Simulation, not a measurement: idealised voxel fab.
process module | voxel wiring stack
Section shown: cut. Width: 150 nm. Cell size: 5 nm, square.
Square cells in a grid make up a cross-section in this document, and the grid is given as bands, listed from the top down, each one or more rows of cells. First you get the band's top height and its bottom height, in nm, and then the materials it's made of, left to right, with each width in nm. If you see a single material with "everywhere", that one covers the band edge to edge. "blank" is empty space. It should be noted that heights are counted from 0, beneath which the wafer as supplied is of one material throughout, and that the lowest band possesses no lower boundary but continues downward, as written in "z 0 and below". Read "30..40" as a graded width: first number on top, second number at the bottom, same change between each pair of neighbouring rows. Take "no alteration" at face value: in the step it is given for, the cross-section changed in none of its cells. Closed-off voids of 8+ cells (no open route to the top) go in "Enclosed void listing", written width x height at distance from the left edge, in nm. It should be noted that, on the line of a given step, the content following the step's settings is a remark produced by the simulator itself with respect to that step. The optional step-line setting "overlay nm" applies to steps with a mask and quantifies how far to the right of its planned location the mask lay, a negative value indicating leftward placement.
THESE ARE THE STEPS WE PLANNED FOR THE PROCESS
1) RECEIVE,material Si
2) CONFORMAL_DEP,material SiO2,thk nm 10
3) DIRECTIONAL_DEP,material TiN,thk nm 5
4) DIRECTIONAL_DEP,material W,thk nm 20
5) MASKED_ETCH,tone cover,mask id METAL_1,width nm 20,pitch nm 35,etch materials W,depth nm 20,overlay nm 0
6) MASKED_ETCH,tone cover,mask id METAL_1,width nm 20,pitch nm 35,etch materials TiN,depth nm 5,overlay nm 0
7) FILL_DEP,material lowk,thk nm 10
8) CMP,height nm 35
9) CONFORMAL_DEP,material SiCN,thk nm 5
10) DIRECTIONAL_DEP,material SiO2,thk nm 20
11) MASKED_ETCH,tone open,mask id PLUG_1,width nm 15,etch materials SiO2,depth nm 20,overlay nm 0
12) MASKED_ETCH,tone open,mask id PLUG_1,width nm 15,etch materials SiCN,depth nm 5,overlay nm 0
13) CONFORMAL_DEP,material TiN,thk nm 5
14) FILL_DEP,material Ru,thk nm 5
15) CMP,height nm 60
16) CONFORMAL_DEP,material SiCN,thk nm 5
17) DIRECTIONAL_DEP,material lowk,thk nm 25
18) DIRECTIONAL_DEP,material aC,thk nm 10
19) PATTERN,tone open,mask id METAL_2,material resist,width nm 20,pitch nm 35,thk nm 25,overlay nm 0
20) DIRECTIONAL_ETCH,etch materials aC,depth nm 10
21) STRIP,etch materials resist
22) DIRECTIONAL_ETCH,etch materials lowk,depth nm 25
23) DIRECTIONAL_ETCH,etch materials SiCN,depth nm 5
24) STRIP,etch materials aC
25) CONFORMAL_DEP,material TiN,thk nm 5
26) FILL_DEP,material Ru,thk nm 5
27) CMP,height nm 90
28) EPI,material Ru,thk nm 5
29) FILL_DEP,material SiCN,thk nm 5
DELIVERED WAFER IN CROSS-SECTION: STATE AFTER STEP 1
	z 0 and below = Si everywhere
	Enclosed void listing: none
THIS IS HOW THE WAFER LOOKS IN CROSS-SECTION ONCE THE MODULE IS DONE, GIVEN THE STARTING STATE AND PLAN ABOVE AND ONE MISTAKE IN CARRYING THE PLAN OUT
	z 100 to 95 = SiCN everywhere
	z 95 to 90 = 40 nm SiCN, 30 nm Ru, 5 nm SiCN, 30 nm Ru, 45 nm SiCN
	z 90 to 65 = 45 nm lowk, 5 nm TiN, 10 nm Ru, 5 nm TiN, 15 nm lowk, 5 nm TiN, 10 nm Ru, 5 nm TiN, 50 nm lowk
	z 65 to 60 = 45 nm SiCN, 20 nm TiN, 15 nm SiCN, 20 nm TiN, 50 nm SiCN
	z 60 to 45 = 40 nm Ru, 5 nm TiN, 15 nm SiO2, 5 nm TiN, 85 nm Ru
	z 45 to 40 = 45 nm TiN, 15 nm SiO2, 90 nm TiN
	z 40 to 35 = SiCN everywhere
	z 35 to 15 = 45 nm lowk, 20 nm W, 15 nm lowk, 20 nm W, 50 nm lowk
	z 15 to 10 = 45 nm lowk, 20 nm TiN, 15 nm lowk, 20 nm TiN, 50 nm lowk
	z 10 to 0 = SiO2 everywhere
	z 0 and below = Si everywhere
	Enclosed void listing: none
What went wrong in running the wafer? step 11 off recipe, ran as MASKED_ETCH,tone cover,mask id PLUG_1,width nm 15,etch materials SiO2,depth nm 20,overlay nm 0
